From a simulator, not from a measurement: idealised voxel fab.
Title: Process Module voxel ribs on slabs
Each square cell in cross-section cut measures 5 nm, and the section as a whole is 280 nm wide.
Cross-section, as written here: a square-cell grid given band by band from the top down, where a band holds one or more rows of cells.
For a band, the entry starts with two heights in nm, that of the top and then that of the bottom, and carries on with the band's materials in order from left to right, each alongside its width in nm; the word "throughout" beside a single material means it fills the band edge to edge, and "empty" means empty space.
Beneath 0, the wafer as received is one material, and that level is where height counting begins. The lowest band goes on downward without a bottom; it is written like "top 0, no bottom".
The width entry "30 to 40" should be interpreted row by row: the top row of cells in the band takes the first number, the bottom row takes the second number, and the change between adjacent rows is uniform throughout.
"left unchanged" (step): cross-section cells unchanged, all of them.
For the entry "Sealed internal voids", the listed items are empty spaces with no open way to the top whose size is 8 cells or more; each item follows the pattern width x height at distance, where distance is from the left edge and all three are in nm.
Where a step's line continues beyond its settings, the continuation is a remark by the simulator itself on that step.
Regarding "overlay nm": on a step with a mask, it is the distance the mask lay to the right of its planned place; a negative value places it to the left.

### Planned step list for the process
step 1: RECEIVE,material Si
step 2: DIRECTIONAL_DEP,material SiO2,thk nm 30
step 3: DIRECTIONAL_DEP,material polySi,thk nm 20
step 4: DIRECTIONAL_DEP,material aC,thk nm 15
step 5: PATTERN,tone cover,mask id RIB,material resist,width nm 30,thk nm 30,overlay nm 0
step 6: DIRECTIONAL_ETCH,etch materials aC,depth nm 15
step 7: STRIP,etch materials resist
step 8: DIRECTIONAL_ETCH,etch materials polySi,depth nm 15
step 9: STRIP,etch materials aC
step 10: DIRECTIONAL_DEP,material aC,thk nm 15
step 11: PATTERN,tone cover,mask id SLAB,material resist,width nm 70,thk nm 30,overlay nm 0
step 12: DIRECTIONAL_ETCH,etch materials aC,depth nm 15
step 13: STRIP,etch materials resist
step 14: DIRECTIONAL_ETCH,etch materials polySi,depth nm 5
step 15: STRIP,etch materials aC
step 16: FILL_DEP,material SiO2,thk nm 30
step 17: CMP,height nm 70
step 18: DIRECTIONAL_DEP,material TiN,thk nm 10
step 19: DIRECTIONAL_DEP,material aC,thk nm 15
step 20: PATTERN,tone cover,mask id HEATER,material resist,width nm 40,thk nm 35,overlay nm 0
step 21: DIRECTIONAL_ETCH,etch materials aC,depth nm 15
step 22: STRIP,etch materials resist
step 23: DIRECTIONAL_ETCH,etch materials TiN,depth nm 10
step 24: STRIP,etch materials aC
step 25: CONFORMAL_DEP,material SiO2,thk nm 5

### Incoming wafer in cross-section (state: after step 1)
top 0, no bottom: Si throughout
Sealed internal voids: none

### The first of the two wafers as seen in cross-section once the module was finished; processing followed the plan
top 85, bottom 80: empty: 115  SiO2: 50  empty: 115
top 80, bottom 75: empty: 115  SiO2: 5  TiN: 40  SiO2: 5  empty: 115
top 75, bottom 70: SiO2: 120  TiN: 40  SiO2: 120
top 70, bottom 50: SiO2 throughout
top 50, bottom 35: SiO2: 125  polySi: 30  SiO2: 125
top 35, bottom 30: SiO2: 105  polySi: 70  SiO2: 105
top 30, bottom 0: SiO2 throughout
top 0, no bottom: Si throughout
Sealed internal voids: none

### Cross-sectional view: second of two wafers, end of module; start and plan identical to the first, one mistake in running
top 85, bottom 80: empty: 115  SiO2: 50  empty: 115
top 80, bottom 75: empty: 115  SiO2: 5  TiN: 40  SiO2: 5  empty: 115
top 75, bottom 70: SiO2: 120  TiN: 40  SiO2: 120
top 70, bottom 50: TiN throughout
top 50, bottom 35: TiN: 125  polySi: 30  TiN: 125
top 35, bottom 30: TiN: 105  polySi: 70  TiN: 105
top 30, bottom 0: SiO2 throughout
top 0, no bottom: Si throughout
Sealed internal voids: none
In executing the process, a mistake was made relative to the plan: planned and actual differ for step 16; actual: FILL_DEP,material TiN,thk nm 30
Heads up, by the end the second wafer has more or fewer cells of some materials compared to the first: 416 fewer of SiO2, 416 more of TiN
